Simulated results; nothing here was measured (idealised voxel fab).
process module | voxel ribs on slabs
cross-section cut | 240 nm wide | cells 5 nm
A cross-section is a grid of square cells, given in bands from the top down. A band is one or more rows of cells.
Each band's line starts with the height of the band's top and of its bottom, in nm. Then come its materials from left to right, each with its width in nm. One material with "throughout" fills the band from edge to edge. "air" is empty space.
Height 0 is the level under which the wafer as received is all one material. The lowest band goes on downwards, as in "0 down".
A width such as "30 to 40" changes by the same amount from each row of cells to the next, from the band's top row to its bottom row.
"no change" after a step means that no cell of the cross-section changed.
closed voids: empty space of 8 cells or more with no open way to the top, each as width x height at its distance from the left edge, in nm
after a step's settings: what the simulator itself notes on the step
overlay nm, on a step with a mask: how far to the right of its planned place the mask lay; to the left if negative
plan
1 op RECEIVE | material Si
2 op DIRECTIONAL_DEP | material SiO2 | thk nm 25
3 op DIRECTIONAL_DEP | material SiN | thk nm 25
4 op PATTERN | tone cover | mask id RIB | material resist | width nm 30 | thk nm 20 | overlay nm 0
5 op DIRECTIONAL_ETCH | etch materials SiN | depth nm 5
6 op STRIP | etch materials resist
7 op PATTERN | tone cover | mask id SLAB | material resist | width nm 90 | thk nm 15 | overlay nm 0
8 op DIRECTIONAL_ETCH | etch materials SiN | depth nm 20
9 op STRIP | etch materials resist
10 op FILL_DEP | material SiO2 | thk nm 20
11 op CMP | height nm 65
12 op DIRECTIONAL_DEP | material W | thk nm 5
13 op DIRECTIONAL_DEP | material aC | thk nm 10
14 op PATTERN | tone cover | mask id HEATER | material resist | width nm 40 | thk nm 30 | overlay nm 0
15 op DIRECTIONAL_ETCH | etch materials aC | depth nm 10
16 op STRIP | etch materials resist
17 op DIRECTIONAL_ETCH | etch materials W | depth nm 5
18 op STRIP | etch materials aC
19 op CONFORMAL_DEP | material SiO2 | thk nm 5
as received, after step 1
  0 down: Si throughout
  closed voids: none
first wafer at the end, as planned
  75 to 70: air 95 | SiO2 50 | air 95
  70 to 65: SiO2 100 | W 40 | SiO2 100
  65 to 50: SiO2 throughout
  50 to 45: SiO2 105 | SiN 30 | SiO2 105
  45 to 25: SiO2 75 | SiN 90 | SiO2 75
  25 to 0: SiO2 throughout
  0 down: Si throughout
  closed voids: none
second wafer at the end: like start, like plan, one mistake
  75 to 70: air 95 | SiO2 50 | air 95
  70 to 65: SiO2 100 | W 40 | SiO2 100
  65 to 50: SiO2 75 | SiN 90 | SiO2 75
  50 to 25: SiN throughout
  25 to 0: SiO2 throughout
  0 down: Si throughout
  closed voids: none
what went wrong: step 3 was run twice
at the end the second wafer has, in cells: 216 more of SiN | 216 fewer of SiO2
